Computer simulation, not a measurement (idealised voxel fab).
Process module in this document: voxel self aligned vias
This is section cut - it's 210 nm across, gridded in 5 nm square cells.
In what follows, cross-sections appear as grids of square cells, described through bands that run from the top down, where every band is one or more rows of cells. Look at the band entry: it leads with the top's height and the bottom's height in nm. Then it lists the materials left to right, with a width in nm for each. The word "everywhere" on a single material says that material fills the band edge to edge. The word "blank" is empty space. Counting heights begins at 0, where everything beneath is, in the wafer as received, one material. The lowest band has no bottom; it goes on downwards, as "0..down" shows. When a width is written as two numbers, as in "30->40", the first number is the width in the top row of cells of the band and the second is the width in its bottom row, and the width changes by the same amount from each row to the next. "remains unaltered" means the step left every cell of the cross-section as it was. The entry "Trapped voids" lists the empty spaces that cover at least 8 cells and have no open path to the top. Each is written as width x height at distance, where the distance is measured from the left edge and all three values are in nm. Past the settings on a step's line: simulator remark, on that step. "overlay nm" denotes, for a step that has a mask, the displacement of the mask to the right of its planned place, with negative values corresponding to the left.

## Below is the list of planned process steps
1. RECEIVE [material Si]
2. CONFORMAL_DEP [material SiO2] [thk nm 10]
3. CONFORMAL_DEP [material SiCN] [thk nm 5]
4. DIRECTIONAL_DEP [material SiO2] [thk nm 30]
5. MASKED_ETCH [tone open] [mask id LINES] [width nm 20] [pitch nm 60] [etch materials SiO2] [depth nm 30] [overlay nm 0]
6. CONFORMAL_DEP [material TiN] [thk nm 5]
7. FILL_DEP [material W] [thk nm 5]
8. CMP [height nm 45]
9. SELECTIVE_ETCH [etch materials W Ru TiN] [depth nm 5]
10. FILL_DEP [material SiN] [thk nm 10]
11. CMP [height nm 45]
12. DIRECTIONAL_DEP [material SiO2] [thk nm 15]
13. PATTERN [tone open] [mask id VIAS] [material resist] [width nm 30] [thk nm 20] [overlay nm 0]
14. DIRECTIONAL_ETCH [etch materials SiO2] [depth nm 15]
15. DIRECTIONAL_ETCH [etch materials SiN] [depth nm 5]
16. STRIP [etch materials resist]
17. CONFORMAL_DEP [material TiN] [thk nm 5]
18. FILL_DEP [material Ru] [thk nm 5]
19. CMP [height nm 60]
20. CONFORMAL_DEP [material SiN] [thk nm 5]

## First of two wafers: run as planned

## Wafer at receipt (post step 1), cross-section
* 0..down | Si everywhere
* Trapped voids: none

## State of the wafer after step 2, shown in cross-section
* 10..0 | SiO2 everywhere
* Lower than 0, everything is as it was.

## State of the wafer after step 3, shown in cross-section
* 15..10 | SiCN everywhere
* Lower than 10, everything is as it was.

## State of the wafer after step 4, shown in cross-section
* 45..15 | SiO2 everywhere
* Lower than 15, everything is as it was.

## State of the wafer after step 5, shown in cross-section
* 45..15 | SiO2 65 nm; blank 20 nm; SiO2 40 nm; blank 20 nm; SiO2 65 nm
* Lower than 15, everything is as it was.

## State of the wafer after step 6, shown in cross-section
* 50..45 | TiN 70 nm; blank 10 nm; TiN 50 nm; blank 10 nm; TiN 70 nm
* 45..20 | SiO2 65 nm; TiN 5 nm; blank 10 nm; TiN 5 nm; SiO2 40 nm; TiN 5 nm; blank 10 nm; TiN 5 nm; SiO2 65 nm
* 20..15 | SiO2 65 nm; TiN 20 nm; SiO2 40 nm; TiN 20 nm; SiO2 65 nm
* Lower than 15, everything is as it was.

## State of the wafer after step 7, shown in cross-section
* 55..50 | W everywhere
* 50..45 | TiN 70 nm; W 10 nm; TiN 50 nm; W 10 nm; TiN 70 nm
* 45..20 | SiO2 65 nm; TiN 5 nm; W 10 nm; TiN 5 nm; SiO2 40 nm; TiN 5 nm; W 10 nm; TiN 5 nm; SiO2 65 nm
* Lower than 20, everything is as it was.

## State of the wafer after step 8, shown in cross-section
* 45..20 | SiO2 65 nm; TiN 5 nm; W 10 nm; TiN 5 nm; SiO2 40 nm; TiN 5 nm; W 10 nm; TiN 5 nm; SiO2 65 nm
* Lower than 20, everything is as it was.

## State of the wafer after step 9, shown in cross-section
* 45..40 | SiO2 65 nm; blank 20 nm; SiO2 40 nm; blank 20 nm; SiO2 65 nm
* Lower than 40, everything is as it was.

## State of the wafer after step 10, shown in cross-section
* 55..45 | SiN everywhere
* 45..40 | SiO2 65 nm; SiN 20 nm; SiO2 40 nm; SiN 20 nm; SiO2 65 nm
* Lower than 40, everything is as it was.

## State of the wafer after step 11, shown in cross-section
* 45..40 | SiO2 65 nm; SiN 20 nm; SiO2 40 nm; SiN 20 nm; SiO2 65 nm
* Lower than 40, everything is as it was.

## State of the wafer after step 12, shown in cross-section
* 60..45 | SiO2 everywhere
* Lower than 45, everything is as it was.

## State of the wafer after step 13, shown in cross-section
* 80..60 | resist 60 nm; blank 30 nm; resist 120 nm
* Lower than 60, everything is as it was.

## State of the wafer after step 14, shown in cross-section
* 80..60 | resist 60 nm; blank 30 nm; resist 120 nm
* 60..45 | SiO2 60 nm; blank 30 nm; SiO2 120 nm
* Lower than 45, everything is as it was.

## State of the wafer after step 15, shown in cross-section
* 80..60 | resist 60 nm; blank 30 nm; resist 120 nm
* 60..45 | SiO2 60 nm; blank 30 nm; SiO2 120 nm
* 45..40 | SiO2 65 nm; blank 20 nm; SiO2 40 nm; SiN 20 nm; SiO2 65 nm
* Lower than 40, everything is as it was.

## State of the wafer after step 16, shown in cross-section
* 60..45 | SiO2 60 nm; blank 30 nm; SiO2 120 nm
* Lower than 45, everything is as it was.

## State of the wafer after step 17, shown in cross-section
* 65..60 | TiN 65 nm; blank 20 nm; TiN 125 nm
* 60..50 | SiO2 60 nm; TiN 5 nm; blank 20 nm; TiN 5 nm; SiO2 120 nm
* 50..45 | SiO2 60 nm; TiN 10 nm; blank 10 nm; TiN 10 nm; SiO2 120 nm
* 45..40 | SiO2 65 nm; TiN 20 nm; SiO2 40 nm; SiN 20 nm; SiO2 65 nm
* Lower than 40, everything is as it was.

## State of the wafer after step 18, shown in cross-section
* 70..65 | Ru everywhere
* 65..60 | TiN 65 nm; Ru 20 nm; TiN 125 nm
* 60..50 | SiO2 60 nm; TiN 5 nm; Ru 20 nm; TiN 5 nm; SiO2 120 nm
* 50..45 | SiO2 60 nm; TiN 10 nm; Ru 10 nm; TiN 10 nm; SiO2 120 nm
* Lower than 45, everything is as it was.

## State of the wafer after step 19, shown in cross-section
* 60..50 | SiO2 60 nm; TiN 5 nm; Ru 20 nm; TiN 5 nm; SiO2 120 nm
* Lower than 50, everything is as it was.

## State of the wafer after step 20, shown in cross-section
* 65..60 | SiN everywhere
* Lower than 60, everything is as it was.

## second wafer: like start, like plan, one mistake. Through step 18 it matches the first wafer

## Second wafer, sectioned view, at step 19's planned end time
* 50..45 | SiO2 60 nm; TiN 10 nm; Ru 10 nm; TiN 10 nm; SiO2 120 nm
* Lower than 45, everything is as it was.

## Second wafer, sectioned view, at step 20's planned end time
* 55..50 | SiN everywhere
* Lower than 50, everything is as it was.
What broke from the plan during processing? step 19 went in with a setting other than planned; the actual run was CMP [height nm 50]
Final comparison by cell count, materials where the second wafer has more or fewer than the first: Ru -8, SiO2 -72, TiN -4
